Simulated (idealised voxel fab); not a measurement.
Herein follows the process module entitled voxel double patterning.
Square cell edge 5 nm, section width 270 nm, ID cut.
For the purposes of this document, a cross-section shall be understood as a grid of square cells, specified as bands listed in top-to-bottom order, each band consisting of one or more rows of cells. Within each band entry, the heights of the top and of the bottom of the band appear first, in that order and in nm; the materials of the band then follow from left to right, each with its corresponding width in nm. The designation "everywhere" on a single material indicates that it fills the band from edge to edge; the designation "blank" indicates empty space. Heads up on the height convention: 0 is the point under which the incoming wafer is all one material, and the lowest band has no bottom, it just keeps going down, like "0 down". Note: "30 to 40" means the width goes from the first number (top row of the band) to the second number (bottom row) in equal steps per row of cells. Basically "all unchanged" means that step didn't change any cell in the cross-section. In the "Closed internal cavities" entry, you get each enclosed empty space of 8 cells or more, one with no open way to the top, written width x height at distance, distance from the left edge, in nm. Read whatever lies past the settings on a step's line as the simulator's own remark about the step. overlay nm: step with mask; distance mask lay right of planned place; negative value = left of planned place.

Planned step list for the process
1. RECEIVE, material Si
2. CONFORMAL_DEP, material SiO2, thk nm 10
3. DIRECTIONAL_DEP, material TiN, thk nm 20
4. DIRECTIONAL_DEP, material SiN, thk nm 5
5. DIRECTIONAL_DEP, material aC, thk nm 10
6. PATTERN, tone open, mask id FIRST, material resist, width nm 15, pitch nm 50, thk nm 30, overlay nm 0
7. DIRECTIONAL_ETCH, etch materials aC, depth nm 10
8. STRIP, etch materials resist
9. DIRECTIONAL_ETCH, etch materials SiN, depth nm 5
10. STRIP, etch materials aC
11. DIRECTIONAL_DEP, material aC, thk nm 10
12. PATTERN, tone open, mask id SECOND, material resist, width nm 15, pitch nm 50, thk nm 30, overlay nm 0
13. DIRECTIONAL_ETCH, etch materials aC, depth nm 10
14. STRIP, etch materials resist
15. DIRECTIONAL_ETCH, etch materials SiN, depth nm 5
16. STRIP, etch materials aC
17. DIRECTIONAL_ETCH, etch materials TiN, depth nm 20
18. STRIP, etch materials SiN

first wafer, as planned

Wafer at receipt (post step 1), cross-section
> 0 down  Si everywhere
> Closed internal cavities: none

Upon completion of step 2, the wafer appears in cross-section as shown
> 10 to 0  SiO2 everywhere
> Lower than 0, everything is as it was.

Upon completion of step 3, the wafer appears in cross-section as shown
> 30 to 10  TiN everywhere
> Lower than 10, everything is as it was.

Upon completion of step 4, the wafer appears in cross-section as shown
> 35 to 30  SiN everywhere
> Lower than 30, everything is as it was.

Upon completion of step 5, the wafer appears in cross-section as shown
> 45 to 35  aC everywhere
> Lower than 35, everything is as it was.

Upon completion of step 6, the wafer appears in cross-section as shown
> 75 to 45  resist 75 nm / blank 15 nm / resist 35 nm / blank 15 nm / resist 35 nm / blank 15 nm / resist 80 nm
> Lower than 45, everything is as it was.

Upon completion of step 7, the wafer appears in cross-section as shown
> 65 to 45  resist 75 nm / blank 15 nm / resist 35 nm / blank 15 nm / resist 35 nm / blank 15 nm / resist 80 nm
> 45 to 35  aC 75 nm / blank 15 nm / aC 35 nm / blank 15 nm / aC 35 nm / blank 15 nm / aC 80 nm
> Lower than 35, everything is as it was.

Upon completion of step 8, the wafer appears in cross-section as shown
> 45 to 35  aC 75 nm / blank 15 nm / aC 35 nm / blank 15 nm / aC 35 nm / blank 15 nm / aC 80 nm
> Lower than 35, everything is as it was.

Upon completion of step 9, the wafer appears in cross-section as shown
> 45 to 35  aC 75 nm / blank 15 nm / aC 35 nm / blank 15 nm / aC 35 nm / blank 15 nm / aC 80 nm
> 35 to 30  SiN 75 nm / blank 15 nm / SiN 35 nm / blank 15 nm / SiN 35 nm / blank 15 nm / SiN 80 nm
> Lower than 30, everything is as it was.

Upon completion of step 10, the wafer appears in cross-section as shown
> 35 to 30  SiN 75 nm / blank 15 nm / SiN 35 nm / blank 15 nm / SiN 35 nm / blank 15 nm / SiN 80 nm
> Lower than 30, everything is as it was.

Upon completion of step 11, the wafer appears in cross-section as shown
> 45 to 40  aC 75 nm / blank 15 nm / aC 35 nm / blank 15 nm / aC 35 nm / blank 15 nm / aC 80 nm
> 40 to 35  aC everywhere
> 35 to 30  SiN 75 nm / aC 15 nm / SiN 35 nm / aC 15 nm / SiN 35 nm / aC 15 nm / SiN 80 nm
> Lower than 30, everything is as it was.

Upon completion of step 12, the wafer appears in cross-section as shown
> 75 to 45  resist 100 nm / blank 15 nm / resist 35 nm / blank 15 nm / resist 105 nm
> 45 to 40  aC 75 nm / resist 15 nm / aC 35 nm / resist 15 nm / aC 35 nm / resist 15 nm / aC 80 nm
> Lower than 40, everything is as it was.

Upon completion of step 13, the wafer appears in cross-section as shown
> 65 to 45  resist 100 nm / blank 15 nm / resist 35 nm / blank 15 nm / resist 105 nm
> 45 to 40  aC 75 nm / resist 15 nm / aC 10 nm / blank 15 nm / aC 10 nm / resist 15 nm / aC 10 nm / blank 15 nm / aC 10 nm / resist 15 nm / aC 80 nm
> 40 to 35  aC 100 nm / blank 15 nm / aC 35 nm / blank 15 nm / aC 105 nm
> Lower than 35, everything is as it was.

Upon completion of step 14, the wafer appears in cross-section as shown
> 45 to 40  aC 75 nm / blank 15 nm / aC 10 nm / blank 15 nm / aC 10 nm / blank 15 nm / aC 10 nm / blank 15 nm / aC 10 nm / blank 15 nm / aC 80 nm
> Lower than 40, everything is as it was.

Upon completion of step 15, the wafer appears in cross-section as shown
> 45 to 40  aC 75 nm / blank 15 nm / aC 10 nm / blank 15 nm / aC 10 nm / blank 15 nm / aC 10 nm / blank 15 nm / aC 10 nm / blank 15 nm / aC 80 nm
> 40 to 35  aC 100 nm / blank 15 nm / aC 35 nm / blank 15 nm / aC 105 nm
> 35 to 30  SiN 75 nm / aC 15 nm / SiN 10 nm / blank 15 nm / SiN 10 nm / aC 15 nm / SiN 10 nm / blank 15 nm / SiN 10 nm / aC 15 nm / SiN 80 nm
> Lower than 30, everything is as it was.

Upon completion of step 16, the wafer appears in cross-section as shown
> 35 to 30  SiN 75 nm / blank 15 nm / SiN 10 nm / blank 15 nm / SiN 10 nm / blank 15 nm / SiN 10 nm / blank 15 nm / SiN 10 nm / blank 15 nm / SiN 80 nm
> Lower than 30, everything is as it was.

Upon completion of step 17, the wafer appears in cross-section as shown
> 35 to 30  SiN 75 nm / blank 15 nm / SiN 10 nm / blank 15 nm / SiN 10 nm / blank 15 nm / SiN 10 nm / blank 15 nm / SiN 10 nm / blank 15 nm / SiN 80 nm
> 30 to 10  TiN 75 nm / blank 15 nm / TiN 10 nm / blank 15 nm / TiN 10 nm / blank 15 nm / TiN 10 nm / blank 15 nm / TiN 10 nm / blank 15 nm / TiN 80 nm
> Lower than 10, everything is as it was.

Upon completion of step 18, the wafer appears in cross-section as shown
> 30 to 10  TiN 75 nm / blank 15 nm / TiN 10 nm / blank 15 nm / TiN 10 nm / blank 15 nm / TiN 10 nm / blank 15 nm / TiN 10 nm / blank 15 nm / TiN 80 nm
> Lower than 10, everything is as it was.

Now the other wafer: same start, same recipe, but we messed up one thing when running it. Up to and including step 2 it's the same as the first one

Cross-section of the second wafer at the time by which step 3 should have been completed according to the plan
> 25 to 10  TiN everywhere
> Lower than 10, everything is as it was.

Cross-section of the second wafer at the time by which step 4 should have been completed according to the plan
> 30 to 25  SiN everywhere
> Lower than 25, everything is as it was.

Cross-section of the second wafer at the time by which step 5 should have been completed according to the plan
> 40 to 30  aC everywhere
> Lower than 30, everything is as it was.

Cross-section of the second wafer at the time by which step 6 should have been completed according to the plan
> 70 to 40  resist 75 nm / blank 15 nm / resist 35 nm / blank 15 nm / resist 35 nm / blank 15 nm / resist 80 nm
> Lower than 40, everything is as it was.

Cross-section of the second wafer at the time by which step 7 should have been completed according to the plan
> 60 to 40  resist 75 nm / blank 15 nm / resist 35 nm / blank 15 nm / resist 35 nm / blank 15 nm / resist 80 nm
> 40 to 30  aC 75 nm / blank 15 nm / aC 35 nm / blank 15 nm / aC 35 nm / blank 15 nm / aC 80 nm
> Lower than 30, everything is as it was.

Cross-section of the second wafer at the time by which step 8 should have been completed according to the plan
> 40 to 30  aC 75 nm / blank 15 nm / aC 35 nm / blank 15 nm / aC 35 nm / blank 15 nm / aC 80 nm
> Lower than 30, everything is as it was.

Cross-section of the second wafer at the time by which step 9 should have been completed according to the plan
> 40 to 30  aC 75 nm / blank 15 nm / aC 35 nm / blank 15 nm / aC 35 nm / blank 15 nm / aC 80 nm
> 30 to 25  SiN 75 nm / blank 15 nm / SiN 35 nm / blank 15 nm / SiN 35 nm / blank 15 nm / SiN 80 nm
> Lower than 25, everything is as it was.

Cross-section of the second wafer at the time by which step 10 should have been completed according to the plan
> 30 to 25  SiN 75 nm / blank 15 nm / SiN 35 nm / blank 15 nm / SiN 35 nm / blank 15 nm / SiN 80 nm
> Lower than 25, everything is as it was.

Cross-section of the second wafer at the time by which step 11 should have been completed according to the plan
> 40 to 35  aC 75 nm / blank 15 nm / aC 35 nm / blank 15 nm / aC 35 nm / blank 15 nm / aC 80 nm
> 35 to 30  aC everywhere
> 30 to 25  SiN 75 nm / aC 15 nm / SiN 35 nm / aC 15 nm / SiN 35 nm / aC 15 nm / SiN 80 nm
> Lower than 25, everything is as it was.

Cross-section of the second wafer at the time by which step 12 should have been completed according to the plan
> 70 to 40  resist 100 nm / blank 15 nm / resist 35 nm / blank 15 nm / resist 105 nm
> 40 to 35  aC 75 nm / resist 15 nm / aC 35 nm / resist 15 nm / aC 35 nm / resist 15 nm / aC 80 nm
> Lower than 35, everything is as it was.

Cross-section of the second wafer at the time by which step 13 should have been completed according to the plan
> 60 to 40  resist 100 nm / blank 15 nm / resist 35 nm / blank 15 nm / resist 105 nm
> 40 to 35  aC 75 nm / resist 15 nm / aC 10 nm / blank 15 nm / aC 10 nm / resist 15 nm / aC 10 nm / blank 15 nm / aC 10 nm / resist 15 nm / aC 80 nm
> 35 to 30  aC 100 nm / blank 15 nm / aC 35 nm / blank 15 nm / aC 105 nm
> Lower than 30, everything is as it was.

Cross-section of the second wafer at the time by which step 14 should have been completed according to the plan
> 40 to 35  aC 75 nm / blank 15 nm / aC 10 nm / blank 15 nm / aC 10 nm / blank 15 nm / aC 10 nm / blank 15 nm / aC 10 nm / blank 15 nm / aC 80 nm
> Lower than 35, everything is as it was.

Cross-section of the second wafer at the time by which step 15 should have been completed according to the plan
> 40 to 35  aC 75 nm / blank 15 nm / aC 10 nm / blank 15 nm / aC 10 nm / blank 15 nm / aC 10 nm / blank 15 nm / aC 10 nm / blank 15 nm / aC 80 nm
> 35 to 30  aC 100 nm / blank 15 nm / aC 35 nm / blank 15 nm / aC 105 nm
> 30 to 25  SiN 75 nm / aC 15 nm / SiN 10 nm / blank 15 nm / SiN 10 nm / aC 15 nm / SiN 10 nm / blank 15 nm / SiN 10 nm / aC 15 nm / SiN 80 nm
> Lower than 25, everything is as it was.

Cross-section of the second wafer at the time by which step 16 should have been completed according to the plan
> 30 to 25  SiN 75 nm / blank 15 nm / SiN 10 nm / blank 15 nm / SiN 10 nm / blank 15 nm / SiN 10 nm / blank 15 nm / SiN 10 nm / blank 15 nm / SiN 80 nm
> Lower than 25, everything is as it was.

Cross-section of the second wafer at the time by which step 17 should have been completed according to the plan
> 30 to 25  SiN 75 nm / blank 15 nm / SiN 10 nm / blank 15 nm / SiN 10 nm / blank 15 nm / SiN 10 nm / blank 15 nm / SiN 10 nm / blank 15 nm / SiN 80 nm
> 25 to 10  TiN 75 nm / blank 15 nm / TiN 10 nm / blank 15 nm / TiN 10 nm / blank 15 nm / TiN 10 nm / blank 15 nm / TiN 10 nm / blank 15 nm / TiN 80 nm
> Lower than 10, everything is as it was.

Cross-section of the second wafer at the time by which step 18 should have been completed according to the plan
> 25 to 10  TiN 75 nm / blank 15 nm / TiN 10 nm / blank 15 nm / TiN 10 nm / blank 15 nm / TiN 10 nm / blank 15 nm / TiN 10 nm / blank 15 nm / TiN 80 nm
> Lower than 10, everything is as it was.
What was done differently from what was planned? contrary to plan, step 3 was performed as DIRECTIONAL_DEP, material TiN, thk nm 15
Per the end-of-run cell counts, the second wafer holds more or fewer of some materials than the first: 39 fewer of TiN
